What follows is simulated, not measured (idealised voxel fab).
process module | voxel self aligned vias
cross-section cut | 165 nm wide | cells 5 nm
A cross-section is a grid of square cells, given in bands from the top down. A band is one or more rows of cells.
Each band's line starts with the height of the band's top and of its bottom, in nm. Then come its materials from left to right, each with its width in nm. One material with "throughout" fills the band from edge to edge. "air" is empty space.
Height 0 is the level under which the wafer as received is all one material. The lowest band goes on downwards, as in "0 down".
A width such as "30 to 40" changes by the same amount from each row of cells to the next, from the band's top row to its bottom row.
"no change" after a step means that no cell of the cross-section changed.
closed voids: empty space of 8 cells or more with no open way to the top, each as width x height at its distance from the left edge, in nm
after a step's settings: what the simulator itself notes on the step
overlay nm, on a step with a mask: how far to the right of its planned place the mask lay; to the left if negative
plan
1 op RECEIVE | material Si
2 op CONFORMAL_DEP | material SiO2 | thk nm 15
3 op CONFORMAL_DEP | material SiCN | thk nm 5
4 op DIRECTIONAL_DEP | material lowk | thk nm 20
5 op PATTERN | tone open | mask id LINES | material resist | width nm 20 | pitch nm 60 | thk nm 15 | overlay nm 0
6 op DIRECTIONAL_ETCH | etch materials lowk | depth nm 20
7 op STRIP | etch materials resist
8 op CONFORMAL_DEP | material TiN | thk nm 5
9 op FILL_DEP | material Ru | thk nm 10
10 op CMP | height nm 40
11 op SELECTIVE_ETCH | etch materials W Ru TiN | depth nm 5
12 op FILL_DEP | material SiN | thk nm 10
13 op CMP | height nm 40
14 op DIRECTIONAL_DEP | material lowk | thk nm 20
15 op MASKED_ETCH | tone open | mask id VIAS | width nm 40 | etch materials lowk | depth nm 20 | overlay nm 0
16 op MASKED_ETCH | tone open | mask id VIAS | width nm 40 | etch materials SiN | depth nm 5 | overlay nm 0
17 op CONFORMAL_DEP | material TiN | thk nm 5
18 op FILL_DEP | material W | thk nm 10
19 op CMP | height nm 60
20 op CONFORMAL_DEP | material SiCN | thk nm 5
first wafer, as planned
as received, after step 1
  0 down: Si throughout
  closed voids: none
after step 2
  15 to 0: SiO2 throughout
  below 0: unchanged
after step 3
  20 to 15: SiCN throughout
  below 15: unchanged
after step 4
  40 to 20: lowk throughout
  below 20: unchanged
after step 5
  55 to 40: resist 40 | air 20 | resist 40 | air 20 | resist 45
  below 40: unchanged
after step 6
  55 to 40: resist 40 | air 20 | resist 40 | air 20 | resist 45
  40 to 20: lowk 40 | air 20 | lowk 40 | air 20 | lowk 45
  below 20: unchanged
after step 7
  40 to 20: lowk 40 | air 20 | lowk 40 | air 20 | lowk 45
  below 20: unchanged
after step 8
  45 to 40: TiN 45 | air 10 | TiN 50 | air 10 | TiN 50
  40 to 25: lowk 40 | TiN 5 | air 10 | TiN 5 | lowk 40 | TiN 5 | air 10 | TiN 5 | lowk 45
  25 to 20: lowk 40 | TiN 20 | lowk 40 | TiN 20 | lowk 45
  below 20: unchanged
after step 9
  55 to 45: Ru throughout
  45 to 40: TiN 45 | Ru 10 | TiN 50 | Ru 10 | TiN 50
  40 to 25: lowk 40 | TiN 5 | Ru 10 | TiN 5 | lowk 40 | TiN 5 | Ru 10 | TiN 5 | lowk 45
  below 25: unchanged
after step 10
  40 to 25: lowk 40 | TiN 5 | Ru 10 | TiN 5 | lowk 40 | TiN 5 | Ru 10 | TiN 5 | lowk 45
  below 25: unchanged
after step 11
  40 to 35: lowk 40 | air 20 | lowk 40 | air 20 | lowk 45
  below 35: unchanged
after step 12
  50 to 40: SiN throughout
  40 to 35: lowk 40 | SiN 20 | lowk 40 | SiN 20 | lowk 45
  below 35: unchanged
after step 13
  40 to 35: lowk 40 | SiN 20 | lowk 40 | SiN 20 | lowk 45
  below 35: unchanged
after step 14
  60 to 40: lowk throughout
  below 40: unchanged
after step 15
  60 to 40: lowk 30 | air 40 | lowk 95
  below 40: unchanged
after step 16
  60 to 40: lowk 30 | air 40 | lowk 95
  40 to 35: lowk 40 | air 20 | lowk 40 | SiN 20 | lowk 45
  below 35: unchanged
after step 17
  65 to 60: TiN 35 | air 30 | TiN 100
  60 to 45: lowk 30 | TiN 5 | air 30 | TiN 5 | lowk 95
  45 to 40: lowk 30 | TiN 15 | air 10 | TiN 15 | lowk 95
  40 to 35: lowk 40 | TiN 20 | lowk 40 | SiN 20 | lowk 45
  below 35: unchanged
after step 18
  75 to 65: W throughout
  65 to 60: TiN 35 | W 30 | TiN 100
  60 to 45: lowk 30 | TiN 5 | W 30 | TiN 5 | lowk 95
  45 to 40: lowk 30 | TiN 15 | W 10 | TiN 15 | lowk 95
  below 40: unchanged
after step 19
  60 to 45: lowk 30 | TiN 5 | W 30 | TiN 5 | lowk 95
  below 45: unchanged
after step 20
  65 to 60: SiCN throughout
  below 60: unchanged
second wafer: like start, like plan, one mistake. Through step 1 it matches the first wafer
when step 2 should have ended
  30 to 0: SiO2 throughout
  below 0: unchanged
when step 3 should have ended
  35 to 30: SiCN throughout
  below 30: unchanged
when step 4 should have ended
  55 to 35: lowk throughout
  below 35: unchanged
when step 5 should have ended
  70 to 55: resist 40 | air 20 | resist 40 | air 20 | resist 45
  below 55: unchanged
when step 6 should have ended
  70 to 55: resist 40 | air 20 | resist 40 | air 20 | resist 45
  55 to 35: lowk 40 | air 20 | lowk 40 | air 20 | lowk 45
  below 35: unchanged
when step 7 should have ended
  55 to 35: lowk 40 | air 20 | lowk 40 | air 20 | lowk 45
  below 35: unchanged
when step 8 should have ended
  60 to 55: TiN 45 | air 10 | TiN 50 | air 10 | TiN 50
  55 to 40: lowk 40 | TiN 5 | air 10 | TiN 5 | lowk 40 | TiN 5 | air 10 | TiN 5 | lowk 45
  40 to 35: lowk 40 | TiN 20 | lowk 40 | TiN 20 | lowk 45
  below 35: unchanged
when step 9 should have ended
  70 to 60: Ru throughout
  60 to 55: TiN 45 | Ru 10 | TiN 50 | Ru 10 | TiN 50
  55 to 40: lowk 40 | TiN 5 | Ru 10 | TiN 5 | lowk 40 | TiN 5 | Ru 10 | TiN 5 | lowk 45
  below 40: unchanged
when step 10 should have ended
  40 to 35: lowk 40 | TiN 20 | lowk 40 | TiN 20 | lowk 45
  below 35: unchanged
when step 11 should have ended
  40 to 35: lowk 40 | air 20 | lowk 40 | air 20 | lowk 45
  below 35: unchanged
when step 12 should have ended
  50 to 40: SiN throughout
  40 to 35: lowk 40 | SiN 20 | lowk 40 | SiN 20 | lowk 45
  below 35: unchanged
when step 13 should have ended
  40 to 35: lowk 40 | SiN 20 | lowk 40 | SiN 20 | lowk 45
  below 35: unchanged
when step 14 should have ended
  60 to 40: lowk throughout
  below 40: unchanged
when step 15 should have ended
  60 to 40: lowk 30 | air 40 | lowk 95
  below 40: unchanged
when step 16 should have ended
  60 to 40: lowk 30 | air 40 | lowk 95
  40 to 35: lowk 40 | air 20 | lowk 40 | SiN 20 | lowk 45
  below 35: unchanged
when step 17 should have ended
  65 to 60: TiN 35 | air 30 | TiN 100
  60 to 45: lowk 30 | TiN 5 | air 30 | TiN 5 | lowk 95
  45 to 40: lowk 30 | TiN 15 | air 10 | TiN 15 | lowk 95
  40 to 35: lowk 40 | TiN 20 | lowk 40 | SiN 20 | lowk 45
  below 35: unchanged
when step 18 should have ended
  75 to 65: W throughout
  65 to 60: TiN 35 | W 30 | TiN 100
  60 to 45: lowk 30 | TiN 5 | W 30 | TiN 5 | lowk 95
  45 to 40: lowk 30 | TiN 15 | W 10 | TiN 15 | lowk 95
  below 40: unchanged
when step 19 should have ended
  60 to 45: lowk 30 | TiN 5 | W 30 | TiN 5 | lowk 95
  below 45: unchanged
when step 20 should have ended
  65 to 60: SiCN throughout
  below 60: unchanged
what went wrong: step 2 was run twice
at the end the second wafer has, in cells: 8 fewer of Ru | 99 more of SiO2 | 16 fewer of TiN | 75 fewer of lowk
